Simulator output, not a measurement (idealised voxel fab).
Process module heading - voxel wiring stack
Square cell edge 5 nm, section width 185 nm, ID cut.
Cross-section, as written here: a square-cell grid given band by band from the top down, where a band holds one or more rows of cells. Top height, bottom height, nm. Materials left to right, width each, nm. Single material + "full width" = fills band edge to edge. "empty" = empty. Height is counted from the level 0, under which the received wafer is composed throughout of one material. The lowest of the bands is not closed at the bottom but continues downward, in the notation "0 and below". The width entry "30..40" should be interpreted row by row: the top row of cells in the band takes the first number, the bottom row takes the second number, and the change between adjacent rows is uniform throughout. The designation "no modification", where it is given for a processing step, indicates that no cell of the cross-section was altered in the course of that step. What "Closed void catalog" gives you is every empty space of 8 cells or more that is cut off from the top. Each appears as width x height at distance, with the distance taken from the left edge and width, height and distance all in nm. Post-settings text on a step line: simulator's own remark regarding the step. "overlay nm" denotes, for a step that has a mask, the displacement of the mask to the right of its planned place, with negative values corresponding to the left.

This section lists the process steps that were planned:
- 1: RECEIVE, material Si
- 2: CONFORMAL_DEP, material SiO2, thk nm 15
- 3: DIRECTIONAL_DEP, material TiN, thk nm 5
- 4: DIRECTIONAL_DEP, material W, thk nm 15
- 5: PATTERN, tone cover, mask id METAL_1, material resist, width nm 20, pitch nm 45, thk nm 20, overlay nm 0
- 6: DIRECTIONAL_ETCH, etch materials W, depth nm 15
- 7: DIRECTIONAL_ETCH, etch materials TiN, depth nm 5
- 8: STRIP, etch materials resist
- 9: CONFORMAL_DEP, material SiN, thk nm 5
- 10: FILL_DEP, material lowk, thk nm 5
- 11: CMP, height nm 35
- 12: CONFORMAL_DEP, material SiCN, thk nm 5
- 13: DIRECTIONAL_DEP, material SiO2, thk nm 35
- 14: MASKED_ETCH, tone open, mask id METAL_2, width nm 20, pitch nm 45, etch materials SiO2, depth nm 20, overlay nm 0
- 15: DIRECTIONAL_DEP, material aC, thk nm 15
- 16: PATTERN, tone open, mask id METAL_2_HOLES, material resist, width nm 15, pitch nm 45, thk nm 35, overlay nm 0
- 17: DIRECTIONAL_ETCH, etch materials aC, depth nm 15
- 18: STRIP, etch materials resist
- 19: DIRECTIONAL_ETCH, etch materials SiO2, depth nm 15
- 20: DIRECTIONAL_ETCH, etch materials SiCN, depth nm 5
- 21: STRIP, etch materials aC
- 22: CONFORMAL_DEP, material TiN, thk nm 5
- 23: FILL_DEP, material Cu, thk nm 5
- 24: CMP, height nm 75
- 25: CONFORMAL_DEP, material SiCN, thk nm 5
- 26: DIRECTIONAL_DEP, material lowk, thk nm 10
- 27: PATTERN, tone open, mask id PLUG_2, material resist, width nm 15, thk nm 20, overlay nm 0
- 28: DIRECTIONAL_ETCH, etch materials lowk, depth nm 10
- 29: DIRECTIONAL_ETCH, etch materials SiCN, depth nm 5
- 30: STRIP, etch materials resist
- 31: CONFORMAL_DEP, material TiN, thk nm 5
- 32: FILL_DEP, material W, thk nm 5
- 33: CMP, height nm 90
- 34: CONFORMAL_DEP, material SiCN, thk nm 5
- 35: DIRECTIONAL_DEP, material SiO2, thk nm 25
- 36: PATTERN, tone open, mask id METAL_3, material resist, width nm 20, pitch nm 45, thk nm 20, overlay nm 0
- 37: DIRECTIONAL_ETCH, etch materials SiO2, depth nm 25
- 38: DIRECTIONAL_ETCH, etch materials SiCN, depth nm 5
- 39: STRIP, etch materials resist
- 40: CONFORMAL_DEP, material TiN, thk nm 5
- 41: FILL_DEP, material Cu, thk nm 10
- 42: CMP, height nm 120
- 43: CONFORMAL_DEP, material SiCN, thk nm 5
- 44: DIRECTIONAL_DEP, material lowk, thk nm 10
- 45: PATTERN, tone open, mask id PLUG_3, material resist, width nm 15, pitch nm 45, thk nm 15, overlay nm 0
- 46: DIRECTIONAL_ETCH, etch materials lowk, depth nm 10
- 47: DIRECTIONAL_ETCH, etch materials SiCN, depth nm 5
- 48: STRIP, etch materials resist
- 49: EPI, material Ru, thk nm 10
- 50: EPI, material Ru, thk nm 5
- 51: DIRECTIONAL_DEP, material TiN, thk nm 5
- 52: DIRECTIONAL_DEP, material W, thk nm 25
- 53: MASKED_ETCH, tone cover, mask id METAL_4, width nm 20, pitch nm 45, etch materials W, depth nm 25, overlay nm 0
- 54: MASKED_ETCH, tone cover, mask id METAL_4, width nm 20, pitch nm 45, etch materials TiN, depth nm 5, overlay nm 0
- 55: CONFORMAL_DEP, material SiN, thk nm 5
- 56: FILL_DEP, material SiO2, thk nm 10
- 57: CMP, height nm 165
- 58: CONFORMAL_DEP, material SiN, thk nm 5
Quick note for whoever runs this: the wafers start identical, but the thk nm at step 55 isn't the same across them. The plan just shows what the first wafer had.

As received, i.e. after step 1: cross-section through the first of several wafers:
* 0 and below  Si full width
* Closed void catalog: none

First of several wafers, sectioned at end of module (last step: step 58):
* 170 down to 165  SiN full width
* 165 down to 140  SiO2=55 / SiN=5 / W=20 / SiN=5 / SiO2=15 / SiN=5 / W=20 / SiN=5 / SiO2=55
* 140 down to 135  SiN=60 / TiN=20 / SiN=25 / TiN=20 / SiN=60
* 135 down to 125  lowk=60 / Ru=15 / lowk=30 / Ru=15 / lowk=65
* 125 down to 120  SiCN=60 / Ru=15 / SiCN=30 / Ru=15 / SiCN=65
* 120 down to 95  SiO2=60 / TiN=5 / Cu=10 / TiN=5 / SiO2=25 / TiN=5 / Cu=10 / TiN=5 / SiO2=60
* 95 down to 90  SiCN=60 / TiN=20 / SiCN=25 / TiN=20 / SiCN=60
* 90 down to 80  lowk=60 / TiN=5 / W=5 / TiN=5 / lowk=110
* 80 down to 75  SiCN=60 / TiN=15 / SiCN=110
* 75 down to 60  SiO2=60 / TiN=5 / Cu=10 / TiN=5 / SiO2=25 / TiN=5 / Cu=10 / TiN=5 / SiO2=60
* 60 down to 55  SiO2=60 / TiN=5 / Cu=5 / TiN=10 / SiO2=25 / TiN=5 / Cu=5 / TiN=10 / SiO2=60
* 55 down to 40  SiO2=60 / TiN=5 / Cu=5 / TiN=5 / SiO2=30 / TiN=5 / Cu=5 / TiN=5 / SiO2=65
* 40 down to 35  SiCN=60 / TiN=15 / SiCN=30 / TiN=15 / SiCN=65
* 35 down to 20  lowk=55 / SiN=5 / W=20 / SiN=5 / lowk=15 / SiN=5 / W=20 / SiN=5 / lowk=55
* 20 down to 15  SiN=60 / TiN=20 / SiN=25 / TiN=20 / SiN=60
* 15 down to 0  SiO2 full width
* 0 and below  Si full width
* Closed void catalog: none

Cross-section at module completion, last wafer:
* 170 down to 165  SiN full width
* 165 down to 155  SiO2=40 / SiN=20 / W=20 / SiN=25 / W=20 / SiN=20 / SiO2=40
* 155 down to 140  SiN=60 / W=20 / SiN=25 / W=20 / SiN=60
* 140 down to 135  SiN=60 / TiN=20 / SiN=25 / TiN=20 / SiN=60
* 135 down to 125  lowk=60 / Ru=15 / lowk=30 / Ru=15 / lowk=65
* 125 down to 120  SiCN=60 / Ru=15 / SiCN=30 / Ru=15 / SiCN=65
* 120 down to 95  SiO2=60 / TiN=5 / Cu=10 / TiN=5 / SiO2=25 / TiN=5 / Cu=10 / TiN=5 / SiO2=60
* 95 down to 90  SiCN=60 / TiN=20 / SiCN=25 / TiN=20 / SiCN=60
* 90 down to 80  lowk=60 / TiN=5 / W=5 / TiN=5 / lowk=110
* 80 down to 75  SiCN=60 / TiN=15 / SiCN=110
* 75 down to 60  SiO2=60 / TiN=5 / Cu=10 / TiN=5 / SiO2=25 / TiN=5 / Cu=10 / TiN=5 / SiO2=60
* 60 down to 55  SiO2=60 / TiN=5 / Cu=5 / TiN=10 / SiO2=25 / TiN=5 / Cu=5 / TiN=10 / SiO2=60
* 55 down to 40  SiO2=60 / TiN=5 / Cu=5 / TiN=5 / SiO2=30 / TiN=5 / Cu=5 / TiN=5 / SiO2=65
* 40 down to 35  SiCN=60 / TiN=15 / SiCN=30 / TiN=15 / SiCN=65
* 35 down to 20  lowk=55 / SiN=5 / W=20 / SiN=5 / lowk=15 / SiN=5 / W=20 / SiN=5 / lowk=55
* 20 down to 15  SiN=60 / TiN=20 / SiN=25 / TiN=20 / SiN=60
* 15 down to 0  SiO2 full width
* 0 and below  Si full width
* Closed void catalog: none

Below: a row per wafer. Contents at end of module: for every material, cells gained since receipt (+) or lost since receipt (-); then closed voids:
thk nm 5, +40 Cu, +18 Ru, +125 SiCN, +127 SiN, +590 SiO2, +87 TiN, +66 W, +205 lowk, Closed void catalog: none
thk nm 10, +40 Cu, +18 Ru, +125 SiCN, +168 SiN, +549 SiO2, +87 TiN, +66 W, +205 lowk, Closed void catalog: none
thk nm 15, +40 Cu, +18 Ru, +125 SiCN, +198 SiN, +519 SiO2, +87 TiN, +66 W, +205 lowk, Closed void catalog: none
thk nm 20, +40 Cu, +18 Ru, +125 SiCN, +220 SiN, +497 SiO2, +87 TiN, +66 W, +205 lowk, Closed void catalog: none
